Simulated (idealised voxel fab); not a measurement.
Process module, titled voxel wiring stack
Cross-section cut: width 240 nm, square cells of 5 nm.
The cross-sections in this document take the form of a grid made of square cells. They are written out as bands, in order from top to bottom. Each band consists of one or more rows of cells.
This entry defines a band. It first specifies the height of the band's top and the height of its bottom in nm, and then specifies the band's materials from left to right, stating each material with its width in nm. The word "edge to edge" identifies a single material that fills the band from edge to edge, while the word "air" identifies empty space.
We count height from 0. Below that, the starting wafer is all one material. The lowest band never ends at the bottom but goes on down; see "z 0 and below" for how that is written.
A width such as "30 to 40" changes by the same amount from each row of cells to the next, from the band's top row to its bottom row.
"no alteration" (step): cross-section cells unchanged, all of them.
Closed void entries: empty space of 8 cells or more with no open way to the top, each as width x height at its distance from the left edge, in nm
Formally, on a step line, whatever follows the settings is a remark that the simulator itself makes on the step.
"overlay nm", when on a step's line for a step with a mask, measures how far to the right of its planned place the mask lay; a negative measure means to the left.
So here's the lineup of process steps we planned:
1) RECEIVE with material Si
2) CONFORMAL_DEP with material SiO2, thk nm 10
3) DIRECTIONAL_DEP with material TiN, thk nm 5
4) DIRECTIONAL_DEP with material Ru, thk nm 25
5) MASKED_ETCH with tone cover, mask id METAL_1, width nm 20, pitch nm 50, etch materials Ru, depth nm 25, overlay nm 0
6) MASKED_ETCH with tone cover, mask id METAL_1, width nm 20, pitch nm 50, etch materials TiN, depth nm 5, overlay nm 0
7) CONFORMAL_DEP with material SiCN, thk nm 5
8) FILL_DEP with material lowk, thk nm 10
9) CMP with height nm 40
10) CONFORMAL_DEP with material SiCN, thk nm 5
11) DIRECTIONAL_DEP with material lowk, thk nm 15
12) DIRECTIONAL_DEP with material aC, thk nm 15
13) PATTERN with tone open, mask id PLUG_1, material resist, width nm 15, pitch nm 50, thk nm 30, overlay nm 0
14) DIRECTIONAL_ETCH with etch materials aC, depth nm 15
15) STRIP with etch materials resist
16) DIRECTIONAL_ETCH with etch materials lowk, depth nm 15
17) DIRECTIONAL_ETCH with etch materials SiCN, depth nm 5
18) STRIP with etch materials aC
19) EPI with material Ru, thk nm 10
20) EPI with material Ru, thk nm 10
21) CONFORMAL_DEP with material SiN, thk nm 5
22) DIRECTIONAL_DEP with material SiO2, thk nm 25
23) PATTERN with tone open, mask id METAL_2, material resist, width nm 20, pitch nm 50, thk nm 15, overlay nm 0
24) DIRECTIONAL_ETCH with etch materials SiO2, depth nm 25
25) DIRECTIONAL_ETCH with etch materials SiN, depth nm 5
26) STRIP with etch materials resist
27) CONFORMAL_DEP with material TiN, thk nm 5
28) FILL_DEP with material Ru, thk nm 10
29) CMP with height nm 90
30) CONFORMAL_DEP with material SiCN, thk nm 5
31) DIRECTIONAL_DEP with material lowk, thk nm 30
32) MASKED_ETCH with tone open, mask id METAL_3, width nm 20, pitch nm 50, etch materials lowk, depth nm 15, overlay nm 0
33) PATTERN with tone open, mask id METAL_3_HOLES, material resist, width nm 15, pitch nm 100, thk nm 20, overlay nm 0
34) DIRECTIONAL_ETCH with etch materials lowk, depth nm 15
35) DIRECTIONAL_ETCH with etch materials SiCN, depth nm 5
36) STRIP with etch materials resist
37) CONFORMAL_DEP with material TiN, thk nm 5
38) FILL_DEP with material Ru, thk nm 10
39) CMP with height nm 125
40) CONFORMAL_DEP with material SiCN, thk nm 5
41) DIRECTIONAL_DEP with material SiO2, thk nm 30
42) DIRECTIONAL_DEP with material aC, thk nm 10
43) PATTERN with tone open, mask id METAL_4, material resist, width nm 20, pitch nm 50, thk nm 30, overlay nm 0
44) DIRECTIONAL_ETCH with etch materials aC, depth nm 10
45) STRIP with etch materials resist
46) DIRECTIONAL_ETCH with etch materials SiO2, depth nm 15
47) STRIP with etch materials aC
48) MASKED_ETCH with tone open, mask id METAL_4_HOLES, width nm 15, pitch nm 100, etch materials SiO2, depth nm 15, overlay nm 0
49) MASKED_ETCH with tone open, mask id METAL_4_HOLES, width nm 15, pitch nm 100, etch materials SiCN, depth nm 5, overlay nm 0
50) CONFORMAL_DEP with material TiN, thk nm 5
51) FILL_DEP with material Cu, thk nm 5
52) CMP with height nm 160
53) CONFORMAL_DEP with material SiCN, thk nm 5
Cross-section of the wafer as it came to us, i.e., already through step 1:
	z 0 and below | Si edge to edge
	Closed void entries: none
Figure: cross-sectional view of the wafer upon completion of the module, processed from the initial state and according to the plan depicted above, with one error introduced during execution:
	z 165 to 160 | SiCN edge to edge
	z 160 to 150 | 60 SiO2, 5 TiN, 10 Cu, 5 TiN, 30 SiO2, 5 TiN, 10 Cu, 5 TiN, 30 SiO2, 5 TiN, 10 Cu, 5 TiN, 60 SiO2
	z 150 to 145 | 60 SiO2, 5 TiN, 5 Cu, 10 TiN, 30 SiO2, 20 TiN, 30 SiO2, 5 TiN, 5 Cu, 10 TiN, 60 SiO2
	z 145 to 130 | 60 SiO2, 5 TiN, 5 Cu, 5 TiN, 85 SiO2, 5 TiN, 5 Cu, 5 TiN, 65 SiO2
	z 130 to 125 | 60 SiCN, 15 TiN, 85 SiCN, 15 TiN, 65 SiCN
	z 125 to 115 | 60 lowk, 5 TiN, 10 Ru, 5 TiN, 30 lowk, 5 TiN, 10 Ru, 5 TiN, 30 lowk, 5 TiN, 10 Ru, 5 TiN, 60 lowk
	z 115 to 110 | 60 lowk, 5 TiN, 5 Ru, 10 TiN, 30 lowk, 20 TiN, 30 lowk, 5 TiN, 5 Ru, 10 TiN, 60 lowk
	z 110 to 95 | 60 lowk, 5 TiN, 5 Ru, 5 TiN, 85 lowk, 5 TiN, 5 Ru, 5 TiN, 65 lowk
	z 95 to 90 | 60 SiCN, 15 TiN, 85 SiCN, 15 TiN, 65 SiCN
	z 90 to 70 | 60 SiO2, 5 TiN, 10 Ru, 5 TiN, 30 SiO2, 5 TiN, 10 Ru, 5 TiN, 30 SiO2, 5 TiN, 10 Ru, 5 TiN, 60 SiO2
	z 70 to 65 | 60 SiO2, 20 TiN, 30 SiO2, 20 TiN, 30 SiO2, 20 TiN, 60 SiO2
	z 65 to 60 | aC edge to edge
	z 60 to 45 | 60 lowk, 15 Ru, 35 lowk, 15 Ru, 35 lowk, 15 Ru, 65 lowk
	z 45 to 40 | 60 SiCN, 15 Ru, 35 SiCN, 15 Ru, 35 SiCN, 15 Ru, 65 SiCN
	z 40 to 15 | 55 lowk, 5 SiCN, 20 Ru, 5 SiCN, 20 lowk, 5 SiCN, 20 Ru, 5 SiCN, 20 lowk, 5 SiCN, 20 Ru, 5 SiCN, 55 lowk
	z 15 to 10 | 60 SiCN, 20 TiN, 30 SiCN, 20 TiN, 30 SiCN, 20 TiN, 60 SiCN
	z 10 to 0 | SiO2 edge to edge
	z 0 and below | Si edge to edge
	Closed void entries: none
Plan not followed: step 21 did not use the planned setting and instead ran as CONFORMAL_DEP with material aC, thk nm 5
